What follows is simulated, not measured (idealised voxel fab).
process module | voxel transistor to metal
cross-section cut | 285 nm wide | cells 5 nm
A cross-section is a grid of square cells, given in bands from the top down. A band is one or more rows of cells.
Each band's line starts with the height of the band's top and of its bottom, in nm. Then come its materials from left to right, each with its width in nm. One material with "throughout" fills the band from edge to edge. "air" is empty space.
Height 0 is the level under which the wafer as received is all one material. The lowest band goes on downwards, as in "0 down".
A width such as "30 to 40" changes by the same amount from each row of cells to the next, from the band's top row to its bottom row.
"no change" after a step means that no cell of the cross-section changed.
closed voids: empty space of 8 cells or more with no open way to the top, each as width x height at its distance from the left edge, in nm
after a step's settings: what the simulator itself notes on the step
overlay nm, on a step with a mask: how far to the right of its planned place the mask lay; to the left if negative
plan
1 op RECEIVE | material Si
2 op OXIDIZE | depth nm 5
3 op CONFORMAL_DEP | material SiN | thk nm 10
4 op DIRECTIONAL_DEP | material aC | thk nm 10
5 op PATTERN | tone cover | mask id ACTIVE | material resist | width nm 115 | pitch nm 135 | thk nm 30 | overlay nm 0
6 op DIRECTIONAL_ETCH | etch materials aC | depth nm 10
7 op STRIP | etch materials resist
8 op DIRECTIONAL_ETCH | etch materials SiN | depth nm 10
9 op DIRECTIONAL_ETCH | etch materials SiO2 | depth nm 5
10 op DIRECTIONAL_ETCH | etch materials Si | depth nm 35
11 op STRIP | etch materials aC
12 op OXIDIZE | depth nm 5
13 op FILL_DEP | material SiO2 | thk nm 10
14 op CMP | height nm 10
15 op SELECTIVE_ETCH | etch materials SiO2 | depth nm 5
16 op STRIP | etch materials SiN
17 op SELECTIVE_ETCH | etch materials SiO2 | depth nm 5
18 op OXIDIZE | depth nm 5
19 op DIRECTIONAL_DEP | material polySi | thk nm 20
20 op DIRECTIONAL_DEP | material SiCN | thk nm 10
21 op MASKED_ETCH | tone cover | mask id GATE | width nm 35 | pitch nm 135 | etch materials SiCN | depth nm 20 | overlay nm 0
22 op MASKED_ETCH | tone cover | mask id GATE | width nm 35 | pitch nm 135 | etch materials polySi | depth nm 30 | overlay nm 0
23 op CONFORMAL_DEP | material SiN | thk nm 10
24 op DIRECTIONAL_ETCH | etch materials SiN | depth nm 10
25 op DIRECTIONAL_ETCH | etch materials SiO2 | depth nm 5
26 op EPI | material SiGe | thk nm 5
27 op FILL_DEP | material SiO2 | thk nm 5
28 op CMP | height nm 15
29 op STRIP | etch materials polySi
30 op SELECTIVE_ETCH | etch materials SiO2 | depth nm 5
31 op CONFORMAL_DEP | material HfO2 | thk nm 5
32 op CONFORMAL_DEP | material TiN | thk nm 5
33 op FILL_DEP | material W | thk nm 5
34 op CMP | height nm 10
35 op DIRECTIONAL_DEP | material SiO2 | thk nm 10
36 op DIRECTIONAL_DEP | material aC | thk nm 15
37 op PATTERN | tone open | mask id CONTACT | material resist | width nm 15 | thk nm 30 | overlay nm 0
38 op DIRECTIONAL_ETCH | etch materials aC | depth nm 15
39 op STRIP | etch materials resist
40 op DIRECTIONAL_ETCH | etch materials SiO2 | depth nm 25
41 op STRIP | etch materials aC
42 op CONFORMAL_DEP | material TiN | thk nm 5
43 op FILL_DEP | material W | thk nm 10
44 op CMP | height nm 20
45 op CONFORMAL_DEP | material SiN | thk nm 5
46 op DIRECTIONAL_DEP | material lowk | thk nm 20
47 op PATTERN | tone open | mask id METAL_1 | material resist | width nm 15 | thk nm 15 | overlay nm 0
48 op DIRECTIONAL_ETCH | etch materials lowk | depth nm 20
49 op DIRECTIONAL_ETCH | etch materials SiN | depth nm 5
50 op STRIP | etch materials resist
51 op CONFORMAL_DEP | material TiN | thk nm 5
52 op FILL_DEP | material Cu | thk nm 5
53 op CMP | height nm 45
54 op EPI | material Ru | thk nm 5
55 op FILL_DEP | material SiCN | thk nm 5
first wafer, as planned
as received, after step 1
  0 down: Si throughout
  closed voids: none
after step 2
  0 to -5: SiO2 throughout
  below -5: unchanged
after step 3
  10 to 0: SiN throughout
  below 0: unchanged
after step 4
  20 to 10: aC throughout
  below 10: unchanged
after step 5
  50 to 20: air 15 | resist 115 | air 20 | resist 115 | air 20
  below 20: unchanged
after step 6
  40 to 20: air 15 | resist 115 | air 20 | resist 115 | air 20
  20 to 10: air 15 | aC 115 | air 20 | aC 115 | air 20
  below 10: unchanged
after step 7
  20 to 10: air 15 | aC 115 | air 20 | aC 115 | air 20
  below 10: unchanged
after step 8
  20 to 10: air 15 | aC 115 | air 20 | aC 115 | air 20
  10 to 0: air 15 | SiN 115 | air 20 | SiN 115 | air 20
  below 0: unchanged
after step 9
  20 to 10: air 15 | aC 115 | air 20 | aC 115 | air 20
  10 to 0: air 15 | SiN 115 | air 20 | SiN 115 | air 20
  0 to -5: air 15 | SiO2 115 | air 20 | SiO2 115 | air 20
  below -5: unchanged
after step 10
  20 to 10: air 15 | aC 115 | air 20 | aC 115 | air 20
  10 to 0: air 15 | SiN 115 | air 20 | SiN 115 | air 20
  0 to -5: air 15 | SiO2 115 | air 20 | SiO2 115 | air 20
  -5 to -40: air 15 | Si 115 | air 20 | Si 115 | air 20
  below -40: unchanged
after step 11
  10 to 0: air 15 | SiN 115 | air 20 | SiN 115 | air 20
  below 0: unchanged
after step 12
  10 to 0: air 15 | SiN 115 | air 20 | SiN 115 | air 20
  0 to -5: air 15 | SiO2 115 | air 20 | SiO2 115 | air 20
  -5 to -40: air 15 | SiO2 5 | Si 105 | SiO2 5 | air 20 | SiO2 5 | Si 105 | SiO2 5 | air 20
  -40 to -45: SiO2 20 | Si 105 | SiO2 30 | Si 105 | SiO2 25
  below -45: unchanged
after step 13
  20 to 10: SiO2 throughout
  10 to 0: SiO2 15 | SiN 115 | SiO2 20 | SiN 115 | SiO2 20
  0 to -5: SiO2 throughout
  -5 to -45: SiO2 20 | Si 105 | SiO2 30 | Si 105 | SiO2 25
  below -45: unchanged
after step 14
  10 to 0: SiO2 15 | SiN 115 | SiO2 20 | SiN 115 | SiO2 20
  below 0: unchanged
after step 15
  10 to 5: air 15 | SiN 115 | air 20 | SiN 115 | air 20
  below 5: unchanged
after step 16
  5 to 0: SiO2 15 | air 115 | SiO2 20 | air 115 | SiO2 20
  below 0: unchanged
after step 17
  0 to -5: SiO2 10 | air 125 | SiO2 10 | air 125 | SiO2 15
  below -5: unchanged
after step 18
  0 to -5: SiO2 10 | air 125 | SiO2 10 | air 125 | SiO2 15
  -5 to -10: SiO2 throughout
  below -10: unchanged
after step 19
  20 to 15: polySi 10 | air 125 | polySi 10 | air 125 | polySi 15
  15 to 0: polySi throughout
  0 to -5: SiO2 10 | polySi 125 | SiO2 10 | polySi 125 | SiO2 15
  below -5: unchanged
after step 20
  30 to 25: SiCN 10 | air 125 | SiCN 10 | air 125 | SiCN 15
  25 to 20: SiCN throughout
  20 to 15: polySi 10 | SiCN 125 | polySi 10 | SiCN 125 | polySi 15
  below 15: unchanged
after step 21
  25 to 20: air 55 | SiCN 35 | air 100 | SiCN 35 | air 60
  20 to 15: polySi 10 | air 45 | SiCN 35 | air 45 | polySi 10 | air 45 | SiCN 35 | air 45 | polySi 15
  below 15: unchanged
after step 22
  25 to 15: air 55 | SiCN 35 | air 100 | SiCN 35 | air 60
  15 to 0: air 55 | polySi 35 | air 100 | polySi 35 | air 60
  0 to -5: SiO2 10 | air 45 | polySi 35 | air 45 | SiO2 10 | air 45 | polySi 35 | air 45 | SiO2 15
  below -5: unchanged
after step 23
  35 to 25: air 45 | SiN 55 | air 80 | SiN 55 | air 50
  25 to 15: air 45 | SiN 10 | SiCN 35 | SiN 10 | air 80 | SiN 10 | SiCN 35 | SiN 10 | air 50
  15 to 10: air 45 | SiN 10 | polySi 35 | SiN 10 | air 80 | SiN 10 | polySi 35 | SiN 10 | air 50
  10 to 5: SiN 20 | air 25 | SiN 10 | polySi 35 | SiN 10 | air 25 | SiN 30 | air 25 | SiN 10 | polySi 35 | SiN 10 | air 25 | SiN 25
  5 to 0: SiN 55 | polySi 35 | SiN 100 | polySi 35 | SiN 60
  0 to -5: SiO2 10 | SiN 45 | polySi 35 | SiN 45 | SiO2 10 | SiN 45 | polySi 35 | SiN 45 | SiO2 15
  below -5: unchanged
after step 24
  25 to 15: air 45 | SiN 10 | SiCN 35 | SiN 10 | air 80 | SiN 10 | SiCN 35 | SiN 10 | air 50
  15 to 0: air 45 | SiN 10 | polySi 35 | SiN 10 | air 80 | SiN 10 | polySi 35 | SiN 10 | air 50
  0 to -5: SiO2 10 | SiN 10 | air 25 | SiN 10 | polySi 35 | SiN 10 | air 25 | SiN 10 | SiO2 10 | SiN 10 | air 25 | SiN 10 | polySi 35 | SiN 10 | air 25 | SiN 10 | SiO2 15
  below -5: unchanged
after step 25
  25 to 15: air 45 | SiN 10 | SiCN 35 | SiN 10 | air 80 | SiN 10 | SiCN 35 | SiN 10 | air 50
  15 to 0: air 45 | SiN 10 | polySi 35 | SiN 10 | air 80 | SiN 10 | polySi 35 | SiN 10 | air 50
  0 to -5: air 10 | SiN 10 | air 25 | SiN 10 | polySi 35 | SiN 10 | air 25 | SiN 10 | air 10 | SiN 10 | air 25 | SiN 10 | polySi 35 | SiN 10 | air 25 | SiN 10 | air 15
  -5 to -10: SiO2 20 | air 25 | SiO2 55 | air 25 | SiO2 30 | air 25 | SiO2 55 | air 25 | SiO2 25
  below -10: unchanged
after step 26
  25 to 15: air 45 | SiN 10 | SiCN 35 | SiN 10 | air 80 | SiN 10 | SiCN 35 | SiN 10 | air 50
  15 to 0: air 45 | SiN 10 | polySi 35 | SiN 10 | air 80 | SiN 10 | polySi 35 | SiN 10 | air 50
  0 to -5: air 10 | SiN 10 | air 25 | SiN 10 | polySi 35 | SiN 10 | air 25 | SiN 10 | air 10 | SiN 10 | air 25 | SiN 10 | polySi 35 | SiN 10 | air 25 | SiN 10 | air 15
  -5 to -10: SiO2 20 | SiGe 25 | SiO2 55 | SiGe 25 | SiO2 30 | SiGe 25 | SiO2 55 | SiGe 25 | SiO2 25
  below -10: unchanged
after step 27
  30 to 25: SiO2 throughout
  25 to 15: SiO2 45 | SiN 10 | SiCN 35 | SiN 10 | SiO2 80 | SiN 10 | SiCN 35 | SiN 10 | SiO2 50
  15 to 0: SiO2 45 | SiN 10 | polySi 35 | SiN 10 | SiO2 80 | SiN 10 | polySi 35 | SiN 10 | SiO2 50
  0 to -5: SiO2 10 | SiN 10 | SiO2 25 | SiN 10 | polySi 35 | SiN 10 | SiO2 25 | SiN 10 | SiO2 10 | SiN 10 | SiO2 25 | SiN 10 | polySi 35 | SiN 10 | SiO2 25 | SiN 10 | SiO2 15
  below -5: unchanged
after step 28
  15 to 0: SiO2 45 | SiN 10 | polySi 35 | SiN 10 | SiO2 80 | SiN 10 | polySi 35 | SiN 10 | SiO2 50
  below 0: unchanged
after step 29
  15 to 0: SiO2 45 | SiN 10 | air 35 | SiN 10 | SiO2 80 | SiN 10 | air 35 | SiN 10 | SiO2 50
  0 to -5: SiO2 10 | SiN 10 | SiO2 25 | SiN 10 | air 35 | SiN 10 | SiO2 25 | SiN 10 | SiO2 10 | SiN 10 | SiO2 25 | SiN 10 | air 35 | SiN 10 | SiO2 25 | SiN 10 | SiO2 15
  below -5: unchanged
after step 30
  15 to 10: air 45 | SiN 10 | air 35 | SiN 10 | air 80 | SiN 10 | air 35 | SiN 10 | air 50
  10 to 0: SiO2 45 | SiN 10 | air 35 | SiN 10 | SiO2 80 | SiN 10 | air 35 | SiN 10 | SiO2 50
  0 to -5: SiO2 10 | SiN 10 | SiO2 25 | SiN 10 | air 35 | SiN 10 | SiO2 25 | SiN 10 | SiO2 10 | SiN 10 | SiO2 25 | SiN 10 | air 35 | SiN 10 | SiO2 25 | SiN 10 | SiO2 15
  -5 to -10: SiO2 20 | SiGe 25 | SiO2 5 | air 45 | SiO2 5 | SiGe 25 | SiO2 30 | SiGe 25 | SiO2 5 | air 45 | SiO2 5 | SiGe 25 | SiO2 25
  below -10: unchanged
after step 31
  20 to 15: air 40 | HfO2 20 | air 25 | HfO2 20 | air 70 | HfO2 20 | air 25 | HfO2 20 | air 45
  15 to 10: HfO2 45 | SiN 10 | HfO2 5 | air 25 | HfO2 5 | SiN 10 | HfO2 80 | SiN 10 | HfO2 5 | air 25 | HfO2 5 | SiN 10 | HfO2 50
  10 to 0: SiO2 45 | SiN 10 | HfO2 5 | air 25 | HfO2 5 | SiN 10 | SiO2 80 | SiN 10 | HfO2 5 | air 25 | HfO2 5 | SiN 10 | SiO2 50
  0 to -5: SiO2 10 | SiN 10 | SiO2 25 | SiN 10 | HfO2 5 | air 25 | HfO2 5 | SiN 10 | SiO2 25 | SiN 10 | SiO2 10 | SiN 10 | SiO2 25 | SiN 10 | HfO2 5 | air 25 | HfO2 5 | SiN 10 | SiO2 25 | SiN 10 | SiO2 15
  -5 to -10: SiO2 20 | SiGe 25 | SiO2 5 | HfO2 45 | SiO2 5 | SiGe 25 | SiO2 30 | SiGe 25 | SiO2 5 | HfO2 45 | SiO2 5 | SiGe 25 | SiO2 25
  below -10: unchanged
after step 32
  25 to 20: air 35 | TiN 30 | air 15 | TiN 30 | air 60 | TiN 30 | air 15 | TiN 30 | air 40
  20 to 15: TiN 40 | HfO2 20 | TiN 5 | air 15 | TiN 5 | HfO2 20 | TiN 70 | HfO2 20 | TiN 5 | air 15 | TiN 5 | HfO2 20 | TiN 45
  15 to 10: HfO2 45 | SiN 10 | HfO2 5 | TiN 5 | air 15 | TiN 5 | HfO2 5 | SiN 10 | HfO2 80 | SiN 10 | HfO2 5 | TiN 5 | air 15 | TiN 5 | HfO2 5 | SiN 10 | HfO2 50
  10 to 0: SiO2 45 | SiN 10 | HfO2 5 | TiN 5 | air 15 | TiN 5 | HfO2 5 | SiN 10 | SiO2 80 | SiN 10 | HfO2 5 | TiN 5 | air 15 | TiN 5 | HfO2 5 | SiN 10 | SiO2 50
  0 to -5: SiO2 10 | SiN 10 | SiO2 25 | SiN 10 | HfO2 5 | TiN 25 | HfO2 5 | SiN 10 | SiO2 25 | SiN 10 | SiO2 10 | SiN 10 | SiO2 25 | SiN 10 | HfO2 5 | TiN 25 | HfO2 5 | SiN 10 | SiO2 25 | SiN 10 | SiO2 15
  below -5: unchanged
after step 33
  30 to 25: W throughout
  25 to 20: W 35 | TiN 30 | W 15 | TiN 30 | W 60 | TiN 30 | W 15 | TiN 30 | W 40
  20 to 15: TiN 40 | HfO2 20 | TiN 5 | W 15 | TiN 5 | HfO2 20 | TiN 70 | HfO2 20 | TiN 5 | W 15 | TiN 5 | HfO2 20 | TiN 45
  15 to 10: HfO2 45 | SiN 10 | HfO2 5 | TiN 5 | W 15 | TiN 5 | HfO2 5 | SiN 10 | HfO2 80 | SiN 10 | HfO2 5 | TiN 5 | W 15 | TiN 5 | HfO2 5 | SiN 10 | HfO2 50
  10 to 0: SiO2 45 | SiN 10 | HfO2 5 | TiN 5 | W 15 | TiN 5 | HfO2 5 | SiN 10 | SiO2 80 | SiN 10 | HfO2 5 | TiN 5 | W 15 | TiN 5 | HfO2 5 | SiN 10 | SiO2 50
  below 0: unchanged
after step 34
  10 to 0: SiO2 45 | SiN 10 | HfO2 5 | TiN 5 | W 15 | TiN 5 | HfO2 5 | SiN 10 | SiO2 80 | SiN 10 | HfO2 5 | TiN 5 | W 15 | TiN 5 | HfO2 5 | SiN 10 | SiO2 50
  below 0: unchanged
after step 35
  20 to 10: SiO2 throughout
  below 10: unchanged
after step 36
  35 to 20: aC throughout
  below 20: unchanged
after step 37
  65 to 35: resist 25 | air 15 | resist 65 | air 15 | resist 40 | air 15 | resist 65 | air 15 | resist 30
  below 35: unchanged
after step 38
  50 to 35: resist 25 | air 15 | resist 65 | air 15 | resist 40 | air 15 | resist 65 | air 15 | resist 30
  35 to 20: aC 25 | air 15 | aC 65 | air 15 | aC 40 | air 15 | aC 65 | air 15 | aC 30
  below 20: unchanged
after step 39
  35 to 20: aC 25 | air 15 | aC 65 | air 15 | aC 40 | air 15 | aC 65 | air 15 | aC 30
  below 20: unchanged
after step 40
  35 to 20: aC 25 | air 15 | aC 65 | air 15 | aC 40 | air 15 | aC 65 | air 15 | aC 30
  20 to 10: SiO2 25 | air 15 | SiO2 65 | air 15 | SiO2 40 | air 15 | SiO2 65 | air 15 | SiO2 30
  10 to 0: SiO2 25 | air 15 | SiO2 5 | SiN 10 | HfO2 5 | TiN 5 | W 15 | TiN 5 | HfO2 5 | SiN 10 | SiO2 5 | air 15 | SiO2 40 | air 15 | SiO2 5 | SiN 10 | HfO2 5 | TiN 5 | W 15 | TiN 5 | HfO2 5 | SiN 10 | SiO2 5 | air 15 | SiO2 30
  0 to -5: SiO2 10 | SiN 10 | SiO2 5 | air 15 | SiO2 5 | SiN 10 | HfO2 5 | TiN 25 | HfO2 5 | SiN 10 | SiO2 5 | air 15 | SiO2 5 | SiN 10 | SiO2 10 | SiN 10 | SiO2 5 | air 15 | SiO2 5 | SiN 10 | HfO2 5 | TiN 25 | HfO2 5 | SiN 10 | SiO2 5 | air 15 | SiO2 5 | SiN 10 | SiO2 15
  below -5: unchanged
after step 41
  20 to 10: SiO2 25 | air 15 | SiO2 65 | air 15 | SiO2 40 | air 15 | SiO2 65 | air 15 | SiO2 30
  below 10: unchanged
after step 42
  25 to 20: TiN 30 | air 5 | TiN 75 | air 5 | TiN 50 | air 5 | TiN 75 | air 5 | TiN 35
  20 to 10: SiO2 25 | TiN 5 | air 5 | TiN 5 | SiO2 65 | TiN 5 | air 5 | TiN 5 | SiO2 40 | TiN 5 | air 5 | TiN 5 | SiO2 65 | TiN 5 | air 5 | TiN 5 | SiO2 30
  10 to 0: SiO2 25 | TiN 5 | air 5 | TiN 5 | SiO2 5 | SiN 10 | HfO2 5 | TiN 5 | W 15 | TiN 5 | HfO2 5 | SiN 10 | SiO2 5 | TiN 5 | air 5 | TiN 5 | SiO2 40 | TiN 5 | air 5 | TiN 5 | SiO2 5 | SiN 10 | HfO2 5 | TiN 5 | W 15 | TiN 5 | HfO2 5 | SiN 10 | SiO2 5 | TiN 5 | air 5 | TiN 5 | SiO2 30
  0 to -5: SiO2 10 | SiN 10 | SiO2 5 | TiN 15 | SiO2 5 | SiN 10 | HfO2 5 | TiN 25 | HfO2 5 | SiN 10 | SiO2 5 | TiN 15 | SiO2 5 | SiN 10 | SiO2 10 | SiN 10 | SiO2 5 | TiN 15 | SiO2 5 | SiN 10 | HfO2 5 | TiN 25 | HfO2 5 | SiN 10 | SiO2 5 | TiN 15 | SiO2 5 | SiN 10 | SiO2 15
  below -5: unchanged
after step 43
  35 to 25: W throughout
  25 to 20: TiN 30 | W 5 | TiN 75 | W 5 | TiN 50 | W 5 | TiN 75 | W 5 | TiN 35
  20 to 10: SiO2 25 | TiN 5 | W 5 | TiN 5 | SiO2 65 | TiN 5 | W 5 | TiN 5 | SiO2 40 | TiN 5 | W 5 | TiN 5 | SiO2 65 | TiN 5 | W 5 | TiN 5 | SiO2 30
  10 to 0: SiO2 25 | TiN 5 | W 5 | TiN 5 | SiO2 5 | SiN 10 | HfO2 5 | TiN 5 | W 15 | TiN 5 | HfO2 5 | SiN 10 | SiO2 5 | TiN 5 | W 5 | TiN 5 | SiO2 40 | TiN 5 | W 5 | TiN 5 | SiO2 5 | SiN 10 | HfO2 5 | TiN 5 | W 15 | TiN 5 | HfO2 5 | SiN 10 | SiO2 5 | TiN 5 | W 5 | TiN 5 | SiO2 30
  below 0: unchanged
after step 44
  20 to 10: SiO2 25 | TiN 5 | W 5 | TiN 5 | SiO2 65 | TiN 5 | W 5 | TiN 5 | SiO2 40 | TiN 5 | W 5 | TiN 5 | SiO2 65 | TiN 5 | W 5 | TiN 5 | SiO2 30
  below 10: unchanged
after step 45
  25 to 20: SiN throughout
  below 20: unchanged
after step 46
  45 to 25: lowk throughout
  below 25: unchanged
after step 47
  60 to 45: resist 25 | air 15 | resist 65 | air 15 | resist 40 | air 15 | resist 65 | air 15 | resist 30
  below 45: unchanged
after step 48
  60 to 45: resist 25 | air 15 | resist 65 | air 15 | resist 40 | air 15 | resist 65 | air 15 | resist 30
  45 to 25: lowk 25 | air 15 | lowk 65 | air 15 | lowk 40 | air 15 | lowk 65 | air 15 | lowk 30
  below 25: unchanged
after step 49
  60 to 45: resist 25 | air 15 | resist 65 | air 15 | resist 40 | air 15 | resist 65 | air 15 | resist 30
  45 to 25: lowk 25 | air 15 | lowk 65 | air 15 | lowk 40 | air 15 | lowk 65 | air 15 | lowk 30
  25 to 20: SiN 25 | air 15 | SiN 65 | air 15 | SiN 40 | air 15 | SiN 65 | air 15 | SiN 30
  below 20: unchanged
after step 50
  45 to 25: lowk 25 | air 15 | lowk 65 | air 15 | lowk 40 | air 15 | lowk 65 | air 15 | lowk 30
  below 25: unchanged
after step 51
  50 to 45: TiN 30 | air 5 | TiN 75 | air 5 | TiN 50 | air 5 | TiN 75 | air 5 | TiN 35
  45 to 25: lowk 25 | TiN 5 | air 5 | TiN 5 | lowk 65 | TiN 5 | air 5 | TiN 5 | lowk 40 | TiN 5 | air 5 | TiN 5 | lowk 65 | TiN 5 | air 5 | TiN 5 | lowk 30
  25 to 20: SiN 25 | TiN 15 | SiN 65 | TiN 15 | SiN 40 | TiN 15 | SiN 65 | TiN 15 | SiN 30
  below 20: unchanged
after step 52
  55 to 50: Cu throughout
  50 to 45: TiN 30 | Cu 5 | TiN 75 | Cu 5 | TiN 50 | Cu 5 | TiN 75 | Cu 5 | TiN 35
  45 to 25: lowk 25 | TiN 5 | Cu 5 | TiN 5 | lowk 65 | TiN 5 | Cu 5 | TiN 5 | lowk 40 | TiN 5 | Cu 5 | TiN 5 | lowk 65 | TiN 5 | Cu 5 | TiN 5 | lowk 30
  below 25: unchanged
after step 53
  45 to 25: lowk 25 | TiN 5 | Cu 5 | TiN 5 | lowk 65 | TiN 5 | Cu 5 | TiN 5 | lowk 40 | TiN 5 | Cu 5 | TiN 5 | lowk 65 | TiN 5 | Cu 5 | TiN 5 | lowk 30
  below 25: unchanged
after step 54
  50 to 45: air 20 | Ru 25 | air 55 | Ru 25 | air 30 | Ru 25 | air 55 | Ru 25 | air 25
  below 45: unchanged
after step 55
  55 to 50: SiCN throughout
  50 to 45: SiCN 20 | Ru 25 | SiCN 55 | Ru 25 | SiCN 30 | Ru 25 | SiCN 55 | Ru 25 | SiCN 25
  below 45: unchanged
second wafer: like start, like plan, one mistake. Through step 43 it matches the first wafer
when step 44 should have ended
  15 to 10: SiO2 25 | TiN 5 | W 5 | TiN 5 | SiO2 65 | TiN 5 | W 5 | TiN 5 | SiO2 40 | TiN 5 | W 5 | TiN 5 | SiO2 65 | TiN 5 | W 5 | TiN 5 | SiO2 30
  below 10: unchanged
when step 45 should have ended
  20 to 15: SiN throughout
  below 15: unchanged
when step 46 should have ended
  40 to 20: lowk throughout
  below 20: unchanged
when step 47 should have ended
  55 to 40: resist 25 | air 15 | resist 65 | air 15 | resist 40 | air 15 | resist 65 | air 15 | resist 30
  below 40: unchanged
when step 48 should have ended
  55 to 40: resist 25 | air 15 | resist 65 | air 15 | resist 40 | air 15 | resist 65 | air 15 | resist 30
  40 to 20: lowk 25 | air 15 | lowk 65 | air 15 | lowk 40 | air 15 | lowk 65 | air 15 | lowk 30
  below 20: unchanged
when step 49 should have ended
  55 to 40: resist 25 | air 15 | resist 65 | air 15 | resist 40 | air 15 | resist 65 | air 15 | resist 30
  40 to 20: lowk 25 | air 15 | lowk 65 | air 15 | lowk 40 | air 15 | lowk 65 | air 15 | lowk 30
  20 to 15: SiN 25 | air 15 | SiN 65 | air 15 | SiN 40 | air 15 | SiN 65 | air 15 | SiN 30
  below 15: unchanged
when step 50 should have ended
  40 to 20: lowk 25 | air 15 | lowk 65 | air 15 | lowk 40 | air 15 | lowk 65 | air 15 | lowk 30
  below 20: unchanged
when step 51 should have ended
  45 to 40: TiN 30 | air 5 | TiN 75 | air 5 | TiN 50 | air 5 | TiN 75 | air 5 | TiN 35
  40 to 20: lowk 25 | TiN 5 | air 5 | TiN 5 | lowk 65 | TiN 5 | air 5 | TiN 5 | lowk 40 | TiN 5 | air 5 | TiN 5 | lowk 65 | TiN 5 | air 5 | TiN 5 | lowk 30
  20 to 15: SiN 25 | TiN 15 | SiN 65 | TiN 15 | SiN 40 | TiN 15 | SiN 65 | TiN 15 | SiN 30
  below 15: unchanged
when step 52 should have ended
  50 to 45: Cu throughout
  45 to 40: TiN 30 | Cu 5 | TiN 75 | Cu 5 | TiN 50 | Cu 5 | TiN 75 | Cu 5 | TiN 35
  40 to 20: lowk 25 | TiN 5 | Cu 5 | TiN 5 | lowk 65 | TiN 5 | Cu 5 | TiN 5 | lowk 40 | TiN 5 | Cu 5 | TiN 5 | lowk 65 | TiN 5 | Cu 5 | TiN 5 | lowk 30
  below 20: unchanged
when step 53 should have ended
  45 to 40: TiN 30 | Cu 5 | TiN 75 | Cu 5 | TiN 50 | Cu 5 | TiN 75 | Cu 5 | TiN 35
  below 40: unchanged
when step 54 should have ended
  50 to 45: Ru throughout
  below 45: unchanged
when step 55 should have ended
  55 to 50: SiCN throughout
  below 50: unchanged
what went wrong: step 44 ran as: op CMP | height nm 15
at the end the second wafer has, in cells: 4 more of Cu | 37 more of Ru | 37 fewer of SiCN | 45 fewer of SiO2 | 45 more of TiN | 4 fewer of W
